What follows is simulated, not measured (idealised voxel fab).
The process module that follows is named voxel capacitor over wiring.
Cross-section cut spans 210 nm and uses square cells 5 nm in size.
Square cells in a grid make up a cross-section in this document, and the grid is given as bands, listed from the top down, each one or more rows of cells. Read a band's entry like this: the first values are the height of its top and the height of its bottom in nm, and what follows is the sequence of materials from left to right, each with its width in nm. Note that "blank" is empty space, and that a single material marked "all across" reaches across the band from edge to edge. Heads up on the height convention: 0 is the point under which the incoming wafer is all one material, and the lowest band has no bottom, it just keeps going down, like "0 and below". Top row gets the first number, bottom row gets the second, and each row in between changes by the same step: that is how a band width like "30..40" works. Where a step carries "nothing got changed", the cross-section came out of it unchanged, cell for cell. "Enclosed void inventory": sealed empty spaces, 8 cells or more, no open way to top, listed width x height at distance, with distance from the left edge and width, height and distance in nm. Note: text after step settings on the step line = simulator remark on that step. overlay nm: where the mask lay relative to plan, measured to the right, on steps with a mask; negatives go left.
So here's the lineup of process steps we planned:
1. RECEIVE with material Si
2. CONFORMAL_DEP with material SiO2, thk nm 15
3. DIRECTIONAL_DEP with material TiN, thk nm 5
4. DIRECTIONAL_DEP with material W, thk nm 20
5. PATTERN with tone cover, mask id METAL_1, material resist, width nm 25, pitch nm 85, thk nm 15, overlay nm 0
6. DIRECTIONAL_ETCH with etch materials W, depth nm 20
7. DIRECTIONAL_ETCH with etch materials TiN, depth nm 5
8. STRIP with etch materials resist
9. CONFORMAL_DEP with material SiN, thk nm 5
10. FILL_DEP with material lowk, thk nm 5
11. CMP with height nm 40
12. CONFORMAL_DEP with material SiCN, thk nm 5
13. DIRECTIONAL_DEP with material lowk, thk nm 15
14. DIRECTIONAL_DEP with material aC, thk nm 15
15. PATTERN with tone open, mask id PLUG_1, material resist, width nm 15, thk nm 30, overlay nm 0
16. DIRECTIONAL_ETCH with etch materials aC, depth nm 15
17. STRIP with etch materials resist
18. DIRECTIONAL_ETCH with etch materials lowk, depth nm 15
19. DIRECTIONAL_ETCH with etch materials SiCN, depth nm 5
20. STRIP with etch materials aC
21. EPI with material Ru, thk nm 10
22. EPI with material Ru, thk nm 10
23. DIRECTIONAL_DEP with material TiN, thk nm 10
24. DIRECTIONAL_DEP with material SiN, thk nm 5
25. DIRECTIONAL_DEP with material TiN, thk nm 5
26. PATTERN with tone cover, mask id UPPER_PLATE, material resist, width nm 65, thk nm 15, overlay nm 0
27. DIRECTIONAL_ETCH with etch materials TiN, depth nm 5
28. DIRECTIONAL_ETCH with etch materials SiN, depth nm 5
29. STRIP with etch materials resist
30. PATTERN with tone cover, mask id LOWER_PLATE, material resist, width nm 75, thk nm 20, overlay nm 0
31. DIRECTIONAL_ETCH with etch materials TiN, depth nm 10
32. STRIP with etch materials resist
33. FILL_DEP with material SiO2, thk nm 15
34. CMP with height nm 90
35. DIRECTIONAL_DEP with material aC, thk nm 10
36. PATTERN with tone open, mask id PLUG_2, material resist, width nm 15, thk nm 30, overlay nm 0
37. DIRECTIONAL_ETCH with etch materials aC, depth nm 10
38. STRIP with etch materials resist
39. DIRECTIONAL_ETCH with etch materials SiO2, depth nm 10
40. STRIP with etch materials aC
41. CONFORMAL_DEP with material TiN, thk nm 5
42. FILL_DEP with material Ru, thk nm 10
43. CMP with height nm 90
44. CONFORMAL_DEP with material SiCN, thk nm 5
Cross-section, incoming material, after step 1:
- 0 and below  Si all across
- Enclosed void inventory: none
First wafer of two, sectioned at end of module; run went per plan:
- 95 down to 90  SiCN all across
- 90 down to 85  SiO2: 70; TiN: 5; Ru: 5; TiN: 5; SiO2: 125
- 85 down to 75  SiO2: 70..60; TiN: 15..65; SiO2: 125..85
- 75 down to 70  SiO2: 60; SiN: 65; SiO2: 85
- 70 down to 60  SiO2: 55; TiN: 75; SiO2: 80
- 60 down to 45  lowk: 60; Ru: 15; lowk: 135
- 45 down to 40  SiCN: 60; Ru: 15; SiCN: 135
- 40 down to 20  lowk: 45; SiN: 5; W: 25; SiN: 5; lowk: 50; SiN: 5; W: 25; SiN: 5; lowk: 45
- 20 down to 15  SiN: 50; TiN: 25; SiN: 60; TiN: 25; SiN: 50
- 15 down to 0  SiO2 all across
- 0 and below  Si all across
- Enclosed void inventory: none
Same start, same plan as the first wafer - but one mistake in the run. Cross-section of the second of the two at the end of the module:
- 95 down to 90  SiCN all across
- 90 down to 85  SiO2: 70; TiN: 5; Ru: 5; TiN: 5; SiO2: 125
- 85 down to 75  SiO2: 70..60; TiN: 15..25; SiO2: 125
- 75 down to 70  SiO2: 60; SiN: 25; SiO2: 125
- 70 down to 65  SiO2: 55; TiN: 70; SiO2: 85
- 65 down to 60  SiO2: 55; TiN: 30; SiN: 40; SiO2: 85
- 60 down to 50  SiO2: 50; Ru: 35; TiN: 45; SiO2: 80
- 50 down to 45  lowk: 60; Ru: 15; lowk: 135
- 45 down to 40  SiCN: 60; Ru: 15; SiCN: 135
- 40 down to 20  lowk: 45; SiN: 5; W: 25; SiN: 5; lowk: 50; SiN: 5; W: 25; SiN: 5; lowk: 45
- 20 down to 15  SiN: 50; TiN: 25; SiN: 60; TiN: 25; SiN: 50
- 15 down to 0  SiO2 all across
- 0 and below  Si all across
- Enclosed void inventory: none
Heads up, the wafer didn't run the way we planned it: the process deviated at step 13: the operation and settings actually run there were DIRECTIONAL_DEP with material lowk, thk nm 5
Counted in cells at the end, the second wafer holds more or fewer of these materials than the first: 8 more of Ru | 70 more of SiO2 | 78 fewer of lowk
